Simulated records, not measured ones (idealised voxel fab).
process module | voxel self aligned vias
cross-section cut | 185 nm wide | cells 5 nm
A cross-section is a grid of square cells, given in bands from the top down. A band is one or more rows of cells.
Each band's line starts with the height of the band's top and of its bottom, in nm. Then come its materials from left to right, each with its width in nm. One material with "throughout" fills the band from edge to edge. "air" is empty space.
Height 0 is the level under which the wafer as received is all one material. The lowest band goes on downwards, as in "0 down".
A width such as "30 to 40" changes by the same amount from each row of cells to the next, from the band's top row to its bottom row.
"no change" after a step means that no cell of the cross-section changed.
closed voids: empty space of 8 cells or more with no open way to the top, each as width x height at its distance from the left edge, in nm
after a step's settings: what the simulator itself notes on the step
overlay nm, on a step with a mask: how far to the right of its planned place the mask lay; to the left if negative
plan
1 op RECEIVE | material Si
2 op CONFORMAL_DEP | material SiO2 | thk nm 15
3 op CONFORMAL_DEP | material SiCN | thk nm 5
4 op DIRECTIONAL_DEP | material lowk | thk nm 30
5 op PATTERN | tone open | mask id LINES | material resist | width nm 20 | pitch nm 60 | thk nm 15 | overlay nm 0
6 op DIRECTIONAL_ETCH | etch materials lowk | depth nm 30
7 op STRIP | etch materials resist
8 op CONFORMAL_DEP | material TiN | thk nm 5
9 op FILL_DEP | material Ru | thk nm 10
10 op CMP | height nm 50
11 op SELECTIVE_ETCH | etch materials W Ru TiN | depth nm 10
12 op FILL_DEP | material SiN | thk nm 10
13 op CMP | height nm 50
14 op DIRECTIONAL_DEP | material lowk | thk nm 15
15 op PATTERN | tone open | mask id VIAS | material resist | width nm 30 | pitch nm 60 | thk nm 20 | overlay nm 0
16 op DIRECTIONAL_ETCH | etch materials lowk | depth nm 15
17 op DIRECTIONAL_ETCH | etch materials SiN | depth nm 10
18 op STRIP | etch materials resist
19 op CONFORMAL_DEP | material TiN | thk nm 5
20 op FILL_DEP | material Ru | thk nm 5
21 op CMP | height nm 65
22 op CONFORMAL_DEP | material SiN | thk nm 5
as received, after step 1
  0 down: Si throughout
  closed voids: none
first wafer at the end, as planned
  70 to 65: SiN throughout
  65 to 55: lowk 15 | TiN 5 | Ru 20 | TiN 5 | lowk 30 | TiN 5 | Ru 20 | TiN 5 | lowk 30 | TiN 5 | Ru 20 | TiN 5 | lowk 20
  55 to 45: lowk 15 to 20 | TiN 10 to 5 | Ru 10 | TiN 10 to 5 | lowk 30 to 40 | TiN 10 to 5 | Ru 10 | TiN 10 to 5 | lowk 30 to 40 | TiN 10 to 5 | Ru 10 | TiN 10 to 5 | lowk 20 to 25
  45 to 40: lowk 20 | TiN 20 | lowk 40 | TiN 20 | lowk 40 | TiN 20 | lowk 25
  40 to 25: lowk 20 | TiN 5 | Ru 10 | TiN 5 | lowk 40 | TiN 5 | Ru 10 | TiN 5 | lowk 40 | TiN 5 | Ru 10 | TiN 5 | lowk 25
  25 to 20: lowk 20 | TiN 20 | lowk 40 | TiN 20 | lowk 40 | TiN 20 | lowk 25
  20 to 15: SiCN throughout
  15 to 0: SiO2 throughout
  0 down: Si throughout
  closed voids: none
second wafer at the end: like start, like plan, one mistake
  70 to 65: SiN throughout
  65 to 50: lowk 15 | TiN 5 | Ru 20 | TiN 5 | lowk 30 | TiN 5 | Ru 20 | TiN 5 | lowk 30 | TiN 5 | Ru 20 | TiN 5 | lowk 20
  50 to 45: SiN 15 | TiN 5 | Ru 20 | TiN 5 | SiN 30 | TiN 5 | Ru 20 | TiN 5 | SiN 30 | TiN 5 | Ru 20 | TiN 5 | SiN 20
  45 to 40: SiN 15 | TiN 30 | SiN 30 | TiN 30 | SiN 30 | TiN 30 | SiN 20
  40 to 15: lowk 20 | TiN 5 | Ru 10 | TiN 5 | lowk 40 | TiN 5 | Ru 10 | TiN 5 | lowk 40 | TiN 5 | Ru 10 | TiN 5 | lowk 25
  15 to 10: lowk 20 | TiN 20 | lowk 40 | TiN 20 | lowk 40 | TiN 20 | lowk 25
  10 to 5: SiCN throughout
  5 to 0: SiO2 throughout
  0 down: Si throughout
  closed voids: none
what went wrong: step 2 ran as: op CONFORMAL_DEP | material SiO2 | thk nm 5
at the end the second wafer has, in cells: 24 more of Ru | 38 more of SiN | 74 fewer of SiO2 | 12 more of TiN
